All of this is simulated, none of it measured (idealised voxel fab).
Process module name: voxel local oxidation
This is section cut - it's 185 nm across, gridded in 5 nm square cells.
We lay out every cross-section as a grid of square cells and spell it out in bands from the top down, where one band means one or more rows of cells.
Quick guide to a band line: top height, bottom height (nm) up front; then every material left to right with its width in nm. Only one material and it's marked "full width"? Then it fills the band edge to edge. And "empty" just means empty space.
Height datum 0, below which the as-received substrate wafer is one material. Lowest band open at the bottom, running downward: "from 0 down".
With a width like "30 to 40", each row of cells in the band differs from the next by the same amount, the top row carrying the first number and the bottom row the second.
"nothing altered", as given for a step, is the statement that not any cell of the cross-section underwent a change during that step.
If an empty space has no open way to the top and is at least 8 cells in size, "Catalogued sealed voids" lists it, written width x height at distance, where distance is measured from the left edge and every value is in nm.
Where a step's line continues beyond its settings, the continuation is a remark by the simulator itself on that step.
The setting "overlay nm" may be written on the line of a step. When the step uses a mask, the value reports how far to the right of the planned place the mask lay, and a negative value reports that it lay to the left.
The steps planned for the process are as follows:
1. op RECEIVE | material Si
2. op CONFORMAL_DEP | material SiO2 | thk nm 5
3. op CONFORMAL_DEP | material SiN | thk nm 10
4. op MASKED_ETCH | tone cover | mask id ACTIVE | width nm 90 | etch materials SiN | depth nm 10 | overlay nm 0
5. op SELECTIVE_ETCH | etch materials SiO2 | depth nm 5
6. op OXIDIZE | depth nm 10
7. op STRIP | etch materials SiN
The cross-section here shows the wafer as received, i.e. in its state after step 1:
> from 0 down: Si full width
> Catalogued sealed voids: none
Wafer cross-section at end of module: start and plan as shown above, one execution error:
> from 0 to -10: 60 nm empty, then 60 nm Si, then 65 nm empty
> from -10 down: Si full width
> Catalogued sealed voids: none
In executing the process, a mistake was made relative to the plan: note that step 7 departed from the planned setting and was carried out as op STRIP | etch materials SiO2
